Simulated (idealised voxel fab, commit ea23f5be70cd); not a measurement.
The following is a process module called voxel transistor to metal.
Each square cell in cross-section cut measures 5 nm, and the section as a whole is 195 nm wide.
Throughout this document, each cross-section is represented as a grid of square cells and is presented as a sequence of bands enumerated from the top downward, where a band comprises one or more rows of cells.
A band entry consists of two parts. The first gives the height of the band's top and the height of its bottom, in nm. The rest lists the band's materials from left to right, each with its width in nm. A single material labelled with the word "all across" fills the band from edge to edge, and the word "empty" marks empty space.
Beneath 0, the wafer as received is one material, and that level is where height counting begins. The lowest band goes on downward without a bottom; it is written like "top 0, no bottom".
Graded width ("30..40"): value in top row of band = first number; value in bottom row = second number; row-to-row change constant.
Any step labelled "no alteration" changed none of the cells in the cross-section.
Basically, "Sealed cavities" tells you about the enclosed voids: empty spaces with no open way to the top, 8 cells or bigger, each written width x height at distance, where distance is from the left edge, all in nm.
Read whatever lies past the settings on a step's line as the simulator's own remark about the step.
"overlay nm" denotes, for a step that has a mask, the displacement of the mask to the right of its planned place, with negative values corresponding to the left.

Planned step list for the process
1 RECEIVE (material Si)
2 CONFORMAL_DEP (material SiO2; thk nm 5)
3 CONFORMAL_DEP (material SiN; thk nm 15)
4 DIRECTIONAL_DEP (material aC; thk nm 15)
5 PATTERN (tone cover; mask id ACTIVE; material resist; width nm 95; thk nm 30; overlay nm 0)
6 DIRECTIONAL_ETCH (etch materials aC; depth nm 15)
7 STRIP (etch materials resist)
8 DIRECTIONAL_ETCH (etch materials SiN; depth nm 15)
9 DIRECTIONAL_ETCH (etch materials SiO2; depth nm 5)
10 DIRECTIONAL_ETCH (etch materials Si; depth nm 25)
11 STRIP (etch materials aC)
12 OXIDIZE (depth nm 5)
13 FILL_DEP (material SiO2; thk nm 10)
14 CMP (height nm 20)
15 SELECTIVE_ETCH (etch materials SiO2; depth nm 15)
16 STRIP (etch materials SiN)
17 SELECTIVE_ETCH (etch materials SiO2; depth nm 5)
18 OXIDIZE (depth nm 5)
19 DIRECTIONAL_DEP (material polySi; thk nm 30)
20 DIRECTIONAL_DEP (material SiCN; thk nm 10)
21 MASKED_ETCH (tone cover; mask id GATE; width nm 25; etch materials SiCN; depth nm 20; overlay nm 0)
22 MASKED_ETCH (tone cover; mask id GATE; width nm 25; etch materials polySi; depth nm 40; overlay nm 0)
23 CONFORMAL_DEP (material SiO2; thk nm 5)
24 DIRECTIONAL_ETCH (etch materials SiO2; depth nm 5)
25 CONFORMAL_DEP (material SiN; thk nm 10)
26 DIRECTIONAL_ETCH (etch materials SiN; depth nm 10)
27 DIRECTIONAL_ETCH (etch materials SiO2; depth nm 5)
28 DIRECTIONAL_ETCH (etch materials Si; depth nm 10)
29 EPI (material SiGe; thk nm 10)
30 FILL_DEP (material SiO2; thk nm 5)
31 CMP (height nm 40)
32 DIRECTIONAL_DEP (material SiO2; thk nm 15)
33 DIRECTIONAL_DEP (material aC; thk nm 10)
34 PATTERN (tone open; mask id CONTACT; material resist; width nm 15; pitch nm 70; thk nm 25; overlay nm 0)
35 DIRECTIONAL_ETCH (etch materials aC; depth nm 10)
36 STRIP (etch materials resist)
37 DIRECTIONAL_ETCH (etch materials SiO2; depth nm 60)
38 STRIP (etch materials aC)
39 CONFORMAL_DEP (material TiN; thk nm 5)
40 FILL_DEP (material Ru; thk nm 5)
41 CMP (height nm 55)
42 CONFORMAL_DEP (material SiN; thk nm 5)
43 DIRECTIONAL_DEP (material lowk; thk nm 20)
44 PATTERN (tone open; mask id METAL_1; material resist; width nm 15; pitch nm 70; thk nm 20; overlay nm 0)
45 DIRECTIONAL_ETCH (etch materials lowk; depth nm 20)
46 DIRECTIONAL_ETCH (etch materials SiN; depth nm 5)
47 STRIP (etch materials resist)
48 CONFORMAL_DEP (material TiN; thk nm 5)
49 FILL_DEP (material W; thk nm 10)
50 CMP (height nm 80)
51 CONFORMAL_DEP (material SiCN; thk nm 5)
52 DIRECTIONAL_DEP (material lowk; thk nm 35)
53 PATTERN (tone open; mask id METAL_2; material resist; width nm 15; pitch nm 70; thk nm 15; overlay nm 0)
54 DIRECTIONAL_ETCH (etch materials lowk; depth nm 20)
55 STRIP (etch materials resist)
56 PATTERN (tone open; mask id METAL_2_HOLES; material resist; width nm 15; pitch nm 70; thk nm 20; overlay nm 0)
57 DIRECTIONAL_ETCH (etch materials lowk; depth nm 15)
58 DIRECTIONAL_ETCH (etch materials SiCN; depth nm 5)
59 STRIP (etch materials resist)
60 CONFORMAL_DEP (material TiN; thk nm 5)
61 FILL_DEP (material Cu; thk nm 5)
62 CMP (height nm 120)
63 CONFORMAL_DEP (material SiCN; thk nm 5)

Wafer at receipt (post step 1), cross-section
* top 0, no bottom  Si all across
* Sealed cavities: none

This is how the wafer looks in cross-section once the module is done, given the starting state and plan above and one mistake in carrying the plan out
* top 125, bottom 120  SiCN all across
* top 120, bottom 85  lowk 55; TiN 5; Cu 5; TiN 5; lowk 55; TiN 5; Cu 5; TiN 5; lowk 55
* top 85, bottom 80  SiCN 55; TiN 15; SiCN 55; TiN 15; SiCN 55
* top 80, bottom 60  lowk 55; TiN 5; W 5; TiN 5; lowk 55; TiN 5; W 5; TiN 5; lowk 55
* top 60, bottom 55  SiN 55; TiN 15; SiN 55; TiN 15; SiN 55
* top 55, bottom 40  SiO2 55; TiN 5; Ru 5; TiN 5; SiO2 55; TiN 5; Ru 5; TiN 5; SiO2 55
* top 40, bottom 30  SiO2 55; TiN 5; Ru 5; TiN 5; SiN 10; SiO2 5; SiCN 25; SiO2 5; SiN 10; TiN 5; Ru 5; TiN 5; SiO2 55
* top 30, bottom 10  SiO2 55; TiN 5; Ru 5; TiN 5; SiN 10; SiO2 5; polySi 25; SiO2 5; SiN 10; TiN 5; Ru 5; TiN 5; SiO2 55
* top 10, bottom 5  SiO2 55; TiN 15; SiN 10; SiO2 5; polySi 25; SiO2 5; SiN 10; TiN 15; SiO2 55
* top 5, bottom 0  SiO2 55; TiN 5; SiGe 10; SiN 10; SiO2 5; polySi 25; SiO2 5; SiN 10; SiGe 10; TiN 5; SiO2 55
* top 0, bottom -5  SiO2 55; TiN 5; SiGe 10; SiO2 55; SiGe 10; TiN 5; SiO2 55
* top -5, bottom -15  SiO2 60; SiGe 10; Si 55; SiGe 15; SiO2 55
* top -15, bottom -30  SiO2 60; Si 80; SiO2 55
* top -30, no bottom  Si all across
* Sealed cavities: none
Short version of what went wrong: off-plan run, step 5, actual operation and settings PATTERN (tone cover; mask id ACTIVE; material resist; width nm 90; thk nm 30; overlay nm 0)
